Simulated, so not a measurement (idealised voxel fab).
voxel released beams: a process module
The figure presents cross-section cut, which has a width of 240 nm and is divided into square cells with an edge length of 5 nm.
Reading order for cross-sections: top band down to bottom band. Underlying form: a grid of square cells. Band size: one or more rows of cells. Each band's line starts with the height of the band's top and of its bottom, in nm. Then come its materials from left to right, each with its width in nm. One material with "throughout" fills the band from edge to edge. "blank" is empty space. Where do heights start? At 0: under that level the wafer as delivered is made of one material only. And the lowest band has no floor; it just carries on downward, as in "top 0, no bottom". A width given as "30 to 40" starts at the first number in the band's top row and ends at the second number in its bottom row, shifting by an equal amount at every step from row to row. "no alteration" (step): cross-section cells unchanged, all of them. "closed voids" lists enclosed empty spaces (at least 8 cells, no open path upward to the top), each as width x height at distance from the left edge, in nm. Anything after a step's settings on that line? It's the simulator's own note about the step. overlay nm: on a step with a mask, how far right of its planned place the mask lay; negative means left.

**Steps planned for the process**
1 RECEIVE with material Si
2 CONFORMAL_DEP with material Al2O3, thk nm 10
3 DIRECTIONAL_DEP with material SiO2, thk nm 10
4 DIRECTIONAL_DEP with material aC, thk nm 15
5 PATTERN with tone open, mask id ANCHOR, material resist, width nm 45, thk nm 35, overlay nm 0
6 DIRECTIONAL_ETCH with etch materials aC, depth nm 15
7 STRIP with etch materials resist
8 DIRECTIONAL_ETCH with etch materials SiO2, depth nm 10
9 STRIP with etch materials aC
10 CONFORMAL_DEP with material W, thk nm 15
11 DIRECTIONAL_DEP with material aC, thk nm 15
12 PATTERN with tone cover, mask id BEAM, material resist, width nm 110, thk nm 30, overlay nm 0
13 DIRECTIONAL_ETCH with etch materials aC, depth nm 15
14 STRIP with etch materials resist
15 DIRECTIONAL_ETCH with etch materials W, depth nm 15
16 STRIP with etch materials aC
17 STRIP with etch materials SiO2

**Account of the first of two wafers, which was processed as intended**

**Cross-section, incoming material, after step 1**
top 0, no bottom | Si throughout
closed voids: none

**Sectional view: wafer, after step 2**
top 10, bottom 0 | Al2O3 throughout
Below 0, the layers are the same as they were.

**Sectional view: wafer, after step 3**
top 20, bottom 10 | SiO2 throughout
Below 10, the layers are the same as they were.

**Sectional view: wafer, after step 4**
top 35, bottom 20 | aC throughout
Below 20, the layers are the same as they were.

**Sectional view: wafer, after step 5**
top 70, bottom 35 | resist (65), blank (45), resist (130)
Below 35, the layers are the same as they were.

**Sectional view: wafer, after step 6**
top 55, bottom 35 | resist (65), blank (45), resist (130)
top 35, bottom 20 | aC (65), blank (45), aC (130)
Below 20, the layers are the same as they were.

**Sectional view: wafer, after step 7**
top 35, bottom 20 | aC (65), blank (45), aC (130)
Below 20, the layers are the same as they were.

**Sectional view: wafer, after step 8**
top 35, bottom 20 | aC (65), blank (45), aC (130)
top 20, bottom 10 | SiO2 (65), blank (45), SiO2 (130)
Below 10, the layers are the same as they were.

**Sectional view: wafer, after step 9**
top 20, bottom 10 | SiO2 (65), blank (45), SiO2 (130)
Below 10, the layers are the same as they were.

**Sectional view: wafer, after step 10**
top 35, bottom 25 | W (80), blank (15), W (145)
top 25, bottom 20 | W throughout
top 20, bottom 10 | SiO2 (65), W (45), SiO2 (130)
Below 10, the layers are the same as they were.

**Sectional view: wafer, after step 11**
top 50, bottom 40 | aC (80), blank (15), aC (145)
top 40, bottom 35 | aC throughout
top 35, bottom 25 | W (80), aC (15), W (145)
Below 25, the layers are the same as they were.

**Sectional view: wafer, after step 12**
top 80, bottom 50 | blank (60), resist (110), blank (70)
top 50, bottom 40 | aC (80), resist (15), aC (145)
Below 40, the layers are the same as they were.

**Sectional view: wafer, after step 13**
top 65, bottom 50 | blank (60), resist (110), blank (70)
top 50, bottom 40 | blank (60), aC (20), resist (15), aC (75), blank (70)
top 40, bottom 35 | blank (60), aC (110), blank (70)
Below 35, the layers are the same as they were.

**Sectional view: wafer, after step 14**
top 50, bottom 40 | blank (60), aC (20), blank (15), aC (75), blank (70)
Below 40, the layers are the same as they were.

**Sectional view: wafer, after step 15**
top 50, bottom 40 | blank (60), aC (20), blank (15), aC (75), blank (70)
top 40, bottom 35 | blank (60), aC (110), blank (70)
top 35, bottom 25 | blank (60), W (20), aC (15), W (75), blank (70)
top 25, bottom 20 | blank (60), W (110), blank (70)
Below 20, the layers are the same as they were.

**Sectional view: wafer, after step 16**
top 35, bottom 25 | blank (60), W (20), blank (15), W (75), blank (70)
Below 25, the layers are the same as they were.

**Sectional view: wafer, after step 17**
top 35, bottom 25 | blank (60), W (20), blank (15), W (75), blank (70)
top 25, bottom 20 | blank (60), W (110), blank (70)
top 20, bottom 10 | blank (65), W (45), blank (130)
Below 10, the layers are the same as they were.

**For the second wafer, take the first wafer's start and plan, then add one mistake made in running it; everything through step 4, that step included, is shared with the first**

**Second wafer, sectioned view, at step 5's planned end time**
top 70, bottom 35 | blank (65), resist (45), blank (130)
Below 35, the layers are the same as they were.

**Second wafer, sectioned view, at step 6's planned end time**
top 55, bottom 35 | blank (65), resist (45), blank (130)
top 35, bottom 20 | blank (65), aC (45), blank (130)
Below 20, the layers are the same as they were.

**Second wafer, sectioned view, at step 7's planned end time**
top 35, bottom 20 | blank (65), aC (45), blank (130)
Below 20, the layers are the same as they were.

**Second wafer, sectioned view, at step 8's planned end time**
top 35, bottom 20 | blank (65), aC (45), blank (130)
top 20, bottom 10 | blank (65), SiO2 (45), blank (130)
Below 10, the layers are the same as they were.

**Second wafer, sectioned view, at step 9's planned end time**
top 20, bottom 10 | blank (65), SiO2 (45), blank (130)
Below 10, the layers are the same as they were.

**Second wafer, sectioned view, at step 10's planned end time**
top 35, bottom 25 | blank (50), W (75), blank (115)
top 25, bottom 20 | W throughout
top 20, bottom 10 | W (65), SiO2 (45), W (130)
Below 10, the layers are the same as they were.

**Second wafer, sectioned view, at step 11's planned end time**
top 50, bottom 40 | blank (50), aC (75), blank (115)
top 40, bottom 35 | aC throughout
top 35, bottom 25 | aC (50), W (75), aC (115)
Below 25, the layers are the same as they were.

**Second wafer, sectioned view, at step 12's planned end time**
top 80, bottom 50 | blank (60), resist (110), blank (70)
top 50, bottom 40 | blank (50), aC (75), resist (45), blank (70)
Below 40, the layers are the same as they were.

**Second wafer, sectioned view, at step 13's planned end time**
top 65, bottom 50 | blank (60), resist (110), blank (70)
top 50, bottom 40 | blank (60), aC (65), resist (45), blank (70)
top 40, bottom 35 | blank (60), aC (110), blank (70)
top 35, bottom 25 | blank (50), W (75), aC (45), blank (70)
Below 25, the layers are the same as they were.

**Second wafer, sectioned view, at step 14's planned end time**
top 50, bottom 40 | blank (60), aC (65), blank (115)
Below 40, the layers are the same as they were.

**Second wafer, sectioned view, at step 15's planned end time**
top 50, bottom 40 | blank (60), aC (65), blank (115)
top 40, bottom 35 | blank (60), aC (110), blank (70)
top 35, bottom 25 | blank (60), W (65), aC (45), blank (70)
top 25, bottom 20 | blank (60), W (110), blank (70)
top 20, bottom 10 | blank (50), W (15), SiO2 (45), W (60), blank (70)
Below 10, the layers are the same as they were.

**Second wafer, sectioned view, at step 16's planned end time**
top 35, bottom 25 | blank (60), W (65), blank (115)
Below 25, the layers are the same as they were.

Second wafer, sectioned view, at step 17's planned end time: no alteration
Deviation from plan: step 5, actual vs plan mismatch, actual run PATTERN with tone cover, mask id ANCHOR, material resist, width nm 45, thk nm 35, overlay nm 0
Per the end-of-run cell counts, the second wafer holds more or fewer of some materials than the first: 18 more of SiO2
